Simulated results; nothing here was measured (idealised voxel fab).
Process module heading - voxel capacitor over wiring
cross-section cut | 155 nm wide | cells 5 nm
Cross-section layout: square cells on a grid; listed as bands, top to bottom; a band spans one or more cell rows.
The band entry comprises the height of the band's top followed by the height of its bottom, expressed in nm, and subsequently the band's materials from left to right, each stated together with its width in nm. Where a single material is marked with the word "throughout", that material fills the band from edge to edge. The word "air" represents empty space.
Where do heights start? At 0: under that level the wafer as delivered is made of one material only. And the lowest band has no floor; it just carries on downward, as in "0 and below".
The notation "30->40" denotes a width that varies across the rows of cells in the band, beginning at the first number in the top row, finishing at the second number in the bottom row, and changing by an identical amount from each row to the next.
Take "nothing got changed" at face value: in the step it is given for, the cross-section changed in none of its cells.
For the entry "Entrapped void list", the listed items are empty spaces with no open way to the top whose size is 8 cells or more; each item follows the pattern width x height at distance, where distance is from the left edge and all three are in nm.
Post-settings text on a step line: simulator's own remark regarding the step.
"overlay nm" on a masked step: distance the mask lay right of its planned place, negative for left.

## Steps in the process plan
1,RECEIVE,material Si
2,CONFORMAL_DEP,material SiO2,thk nm 15
3,DIRECTIONAL_DEP,material TiN,thk nm 5
4,DIRECTIONAL_DEP,material Ru,thk nm 15
5,DIRECTIONAL_DEP,material aC,thk nm 15
6,PATTERN,tone cover,mask id METAL_1,material resist,width nm 25,pitch nm 95,thk nm 35,overlay nm 0
7,DIRECTIONAL_ETCH,etch materials aC,depth nm 15
8,STRIP,etch materials resist
9,DIRECTIONAL_ETCH,etch materials Ru,depth nm 15
10,DIRECTIONAL_ETCH,etch materials TiN,depth nm 5
11,STRIP,etch materials aC
12,CONFORMAL_DEP,material SiCN,thk nm 5
13,FILL_DEP,material lowk,thk nm 10
14,CMP,height nm 35
15,CONFORMAL_DEP,material SiCN,thk nm 5
16,DIRECTIONAL_DEP,material SiO2,thk nm 20
17,DIRECTIONAL_DEP,material aC,thk nm 10
18,PATTERN,tone open,mask id PLUG_1,material resist,width nm 15,thk nm 25,overlay nm 0
19,DIRECTIONAL_ETCH,etch materials aC,depth nm 10
20,STRIP,etch materials resist
21,DIRECTIONAL_ETCH,etch materials SiO2,depth nm 20
22,DIRECTIONAL_ETCH,etch materials SiCN,depth nm 5
23,STRIP,etch materials aC
24,EPI,material Ru,thk nm 10
25,EPI,material Ru,thk nm 10
26,EPI,material Ru,thk nm 5
27,DIRECTIONAL_DEP,material TiN,thk nm 10
28,DIRECTIONAL_DEP,material Al2O3,thk nm 5
29,DIRECTIONAL_DEP,material TiN,thk nm 10
30,PATTERN,tone cover,mask id UPPER_PLATE,material resist,width nm 75,thk nm 15,overlay nm 0
31,DIRECTIONAL_ETCH,etch materials TiN,depth nm 10
32,DIRECTIONAL_ETCH,etch materials Al2O3,depth nm 5
33,STRIP,etch materials resist
34,DIRECTIONAL_DEP,material aC,thk nm 10
35,PATTERN,tone cover,mask id LOWER_PLATE,material resist,width nm 85,thk nm 30,overlay nm 0
36,DIRECTIONAL_ETCH,etch materials aC,depth nm 10
37,STRIP,etch materials resist
38,DIRECTIONAL_ETCH,etch materials TiN,depth nm 10
39,STRIP,etch materials aC
40,FILL_DEP,material SiO2,thk nm 15
41,CMP,height nm 95
42,MASKED_ETCH,tone open,mask id PLUG_2,width nm 15,etch materials SiO2,depth nm 10,overlay nm 0
43,CONFORMAL_DEP,material TiN,thk nm 5
44,FILL_DEP,material W,thk nm 5
45,CMP,height nm 95
46,CONFORMAL_DEP,material SiCN,thk nm 5

## Wafer cross-section on receipt, i.e. after step 1
- 0 and below: Si throughout
- Entrapped void list: none

## End-of-module cross-section of the first of two wafers, processed as planned
- 100 down to 95: SiCN throughout
- 95 down to 90: 35 nm SiO2, then 5 nm TiN, then 5 nm W, then 5 nm TiN, then 105 nm SiO2
- 90 down to 85: 35 nm SiO2, then 15 nm TiN, then 105 nm SiO2
- 85 down to 75: 25 nm SiO2, then 75 nm TiN, then 55 nm SiO2
- 75 down to 70: 25 nm SiO2, then 75 nm Al2O3, then 55 nm SiO2
- 70 down to 60: 20 nm SiO2, then 85 nm TiN, then 50 nm SiO2
- 60 down to 40: 25 nm SiO2, then 15 nm Ru, then 115 nm SiO2
- 40 down to 35: 25 nm SiCN, then 15 nm Ru, then 115 nm SiCN
- 35 down to 20: 10 nm lowk, then 5 nm SiCN, then 25 nm Ru, then 5 nm SiCN, then 60 nm lowk, then 5 nm SiCN, then 25 nm Ru, then 5 nm SiCN, then 15 nm lowk
- 20 down to 15: 15 nm SiCN, then 25 nm TiN, then 70 nm SiCN, then 25 nm TiN, then 20 nm SiCN
- 15 down to 0: SiO2 throughout
- 0 and below: Si throughout
- Entrapped void list: none

## Same start, same plan as the first wafer - but one mistake in the run. Cross-section of the second of the two at the end of the module
- 100 down to 95: SiCN throughout
- 95 down to 90: 35 nm SiO2, then 5 nm TiN, then 5 nm W, then 5 nm TiN, then 105 nm SiO2
- 90 down to 85: 35 nm SiO2, then 15 nm TiN, then 105 nm SiO2
- 85 down to 75: 25 nm SiO2, then 75 nm TiN, then 55 nm SiO2
- 75 down to 65: 20 nm SiO2, then 85 nm TiN, then 50 nm SiO2
- 65 down to 60: Al2O3 throughout
- 60 down to 40: 25 nm SiO2, then 15 nm Ru, then 115 nm SiO2
- 40 down to 35: 25 nm SiCN, then 15 nm Ru, then 115 nm SiCN
- 35 down to 20: 10 nm lowk, then 5 nm SiCN, then 25 nm Ru, then 5 nm SiCN, then 60 nm lowk, then 5 nm SiCN, then 25 nm Ru, then 5 nm SiCN, then 15 nm lowk
- 20 down to 15: 15 nm SiCN, then 25 nm TiN, then 70 nm SiCN, then 25 nm TiN, then 20 nm SiCN
- 15 down to 0: SiO2 throughout
- 0 and below: Si throughout
- Entrapped void list: none
What went wrong in running the wafer? ran 27 and 28 in swapped order versus the plan
Count the cells at the end and the second wafer has more or fewer of some materials than the first: +16 Al2O3, -16 SiO2
